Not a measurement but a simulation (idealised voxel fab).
Proc. module: voxel spacer lines
Shown is cross-section cut, with a width of 260 nm and square cells of size 5 nm.
In what follows, cross-sections appear as grids of square cells, described through bands that run from the top down, where every band is one or more rows of cells. Read a band's entry like this: the first values are the height of its top and the height of its bottom in nm, and what follows is the sequence of materials from left to right, each with its width in nm. Note that "blank" is empty space, and that a single material marked "edge to edge" reaches across the band from edge to edge. We count height from 0. Below that, the starting wafer is all one material. The lowest band never ends at the bottom but goes on down; see "0 down" for how that is written. Width spec "30->40" -> top row of cells at first value, bottom row at second value, equal per-row change in between. Key: "no change occurred" - step with no changed cell in the cross-section. Look at "Enclosed void entries" for the closed voids: empty spaces with no open path to the top, sized 8 cells or up. Each is width x height at distance, distance from the left edge, all nm. after a step's settings: what the simulator itself notes on the step. overlay nm: for a step with a mask, the amount by which the mask lay right of where it was planned; a negative amount means left of it.

Process steps (planned):
1 RECEIVE, material Si
2 CONFORMAL_DEP, material Al2O3, thk nm 10
3 DIRECTIONAL_DEP, material SiN, thk nm 10
4 DIRECTIONAL_DEP, material aC, thk nm 25
5 PATTERN, tone cover, mask id MANDREL, material resist, width nm 25, pitch nm 70, thk nm 35, overlay nm 0
6 DIRECTIONAL_ETCH, etch materials aC, depth nm 25
7 STRIP, etch materials resist
8 CONFORMAL_DEP, material SiO2, thk nm 10
9 DIRECTIONAL_ETCH, etch materials SiO2, depth nm 10
10 STRIP, etch materials aC
11 DIRECTIONAL_ETCH, etch materials SiN, depth nm 10
12 STRIP, etch materials SiO2

As-received state of the wafer in cross-section, equivalent to post-step 1:
- 0 down | Si edge to edge
- Enclosed void entries: none

End-of-module cross-section. Starting structure and process plan as above; one mistake made in running it:
- 10 to 0 | blank=35, then SiN=10, then blank=25, then SiN=10, then blank=25, then SiN=10, then blank=25, then SiN=10, then blank=25, then SiN=10, then blank=25, then SiN=10, then blank=40
- 0 down | Si edge to edge
- Enclosed void entries: none
Plan not followed: heads up, step 2 of the plan was skipped and never actually ran
